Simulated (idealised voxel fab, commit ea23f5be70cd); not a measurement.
Title: Process Module voxel capacitor over wiring
Shown is cross-section cut, with a width of 255 nm and square cells of size 5 nm.
The cross-sections in this document take the form of a grid made of square cells. They are written out as bands, in order from top to bottom. Each band consists of one or more rows of cells.
Read a band's entry like this: the first values are the height of its top and the height of its bottom in nm, and what follows is the sequence of materials from left to right, each with its width in nm. Note that "air" is empty space, and that a single material marked "all across" reaches across the band from edge to edge.
For the purposes of this specification, 0 denotes the height below which the wafer in its as-received condition is composed wholly of one material, and the lowermost band, lacking a lower limit, extends downward without end, as expressed in "0..down".
The expression "30..40" gives the width at the extremes of the band, the first number at its top row of cells and the second at its bottom row, with the width changing by equal amounts from each row to the next in between.
Key: "changes: none" - step with no changed cell in the cross-section.
Each empty space that has no open way to the top and spans at least 8 cells appears under "Sealed void listing" as width x height at distance, the distance counted from the left edge, all in nm.
Read whatever lies past the settings on a step's line as the simulator's own remark about the step.
You can add "overlay nm" to a step's line. For a step with a mask, it describes how far the mask lay to the right of its planned position, and a negative number describes a lay to the left.
# Planned step list for the process
1) RECEIVE | material Si
2) CONFORMAL_DEP | material SiO2 | thk nm 15
3) DIRECTIONAL_DEP | material TiN | thk nm 5
4) DIRECTIONAL_DEP | material W | thk nm 20
5) MASKED_ETCH | tone cover | mask id METAL_1 | width nm 15 | pitch nm 85 | etch materials W | depth nm 20 | overlay nm 0
6) MASKED_ETCH | tone cover | mask id METAL_1 | width nm 20 | pitch nm 85 | etch materials TiN | depth nm 5 | overlay nm 0
7) FILL_DEP | material lowk | thk nm 5
8) CMP | height nm 40
9) CONFORMAL_DEP | material SiCN | thk nm 5
10) DIRECTIONAL_DEP | material lowk | thk nm 10
11) DIRECTIONAL_DEP | material aC | thk nm 10
12) PATTERN | tone open | mask id PLUG_1 | material resist | width nm 15 | thk nm 30 | overlay nm 0
13) DIRECTIONAL_ETCH | etch materials aC | depth nm 10
14) STRIP | etch materials resist
15) DIRECTIONAL_ETCH | etch materials lowk | depth nm 10
16) DIRECTIONAL_ETCH | etch materials SiCN | depth nm 5
17) STRIP | etch materials aC
18) EPI | material Ru | thk nm 10
19) EPI | material Ru | thk nm 5
20) DIRECTIONAL_DEP | material TiN | thk nm 10
21) DIRECTIONAL_DEP | material Al2O3 | thk nm 5
22) DIRECTIONAL_DEP | material TiN | thk nm 5
23) DIRECTIONAL_DEP | material aC | thk nm 10
24) PATTERN | tone cover | mask id UPPER_PLATE | material resist | width nm 70 | thk nm 25 | overlay nm 0
25) DIRECTIONAL_ETCH | etch materials aC | depth nm 10
26) STRIP | etch materials resist
27) DIRECTIONAL_ETCH | etch materials TiN | depth nm 5
28) DIRECTIONAL_ETCH | etch materials Al2O3 | depth nm 5
29) STRIP | etch materials aC
30) DIRECTIONAL_DEP | material aC | thk nm 15
31) PATTERN | tone cover | mask id LOWER_PLATE | material resist | width nm 80 | thk nm 35 | overlay nm 0
32) DIRECTIONAL_ETCH | etch materials aC | depth nm 15
33) STRIP | etch materials resist
34) DIRECTIONAL_ETCH | etch materials TiN | depth nm 10
35) STRIP | etch materials aC
36) FILL_DEP | material SiO2 | thk nm 15
37) CMP | height nm 85
38) MASKED_ETCH | tone open | mask id PLUG_2 | width nm 15 | etch materials SiO2 | depth nm 10 | overlay nm 0
39) CONFORMAL_DEP | material TiN | thk nm 5
40) FILL_DEP | material W | thk nm 5
41) CMP | height nm 85
42) CONFORMAL_DEP | material SiN | thk nm 5
It is noted that the wafers described herein are identical at the outset and are distinguished by the width nm of step 5; the value stated in the plan corresponds to the first wafer.
# Step 1 complete: as-received cross-section of the first of several wafers
  0..down  Si all across
  Sealed void listing: none
# The figure below presents a cross-section of the first of several wafers at the conclusion of the module, following its last step, step 42
  90..85  SiN all across
  85..80  SiO2=90 / TiN=5 / W=5 / TiN=5 / SiO2=150
  80..70  SiO2=90..80 / TiN=15..70 / SiO2=150..105
  70..65  SiO2=80 / Al2O3=70 / SiO2=105
  65..55  SiO2=75 / TiN=80 / SiO2=100
  55..45  lowk=80 / Ru=15 / lowk=160
  45..40  SiCN=80 / Ru=15 / SiCN=160
  40..20  lowk=80 / W=15 / lowk=70 / W=15 / lowk=75
  20..15  lowk=75 / TiN=20 / lowk=65 / TiN=20 / lowk=75
  15..0  SiO2 all across
  0..down  Si all across
  Sealed void listing: none
# Last wafer x-sec, end of module
  90..85  SiN all across
  85..80  SiO2=90 / TiN=5 / W=5 / TiN=5 / SiO2=150
  80..70  SiO2=90..80 / TiN=15..70 / SiO2=150..105
  70..65  SiO2=80 / Al2O3=70 / SiO2=105
  65..55  SiO2=75 / TiN=80 / SiO2=100
  55..45  lowk=80 / Ru=15 / lowk=160
  45..40  SiCN=80 / Ru=15 / SiCN=160
  40..20  lowk=70 / W=35 / lowk=50 / W=35 / lowk=65
  20..15  lowk=70 / TiN=35 / lowk=50 / TiN=35 / lowk=65
  15..0  SiO2 all across
  0..down  Si all across
  Sealed void listing: none
# Take any row and you have a wafer at the end of the module: how many cells of each material it has gained (+) or lost (-) since it was received, and then its closed voids
width nm 15; +14 Al2O3; +9 Ru; +48 SiCN; +51 SiN; +393 SiO2; +59 TiN; +25 W; +319 lowk; Sealed void listing: none
width nm 20; +14 Al2O3; +9 Ru; +48 SiCN; +51 SiN; +393 SiO2; +59 TiN; +33 W; +311 lowk; Sealed void listing: none
width nm 25; +14 Al2O3; +9 Ru; +48 SiCN; +51 SiN; +393 SiO2; +61 TiN; +41 W; +301 lowk; Sealed void listing: none
width nm 30; +14 Al2O3; +9 Ru; +48 SiCN; +51 SiN; +393 SiO2; +63 TiN; +49 W; +291 lowk; Sealed void listing: none
width nm 35; +14 Al2O3; +9 Ru; +48 SiCN; +51 SiN; +393 SiO2; +65 TiN; +57 W; +281 lowk; Sealed void listing: none
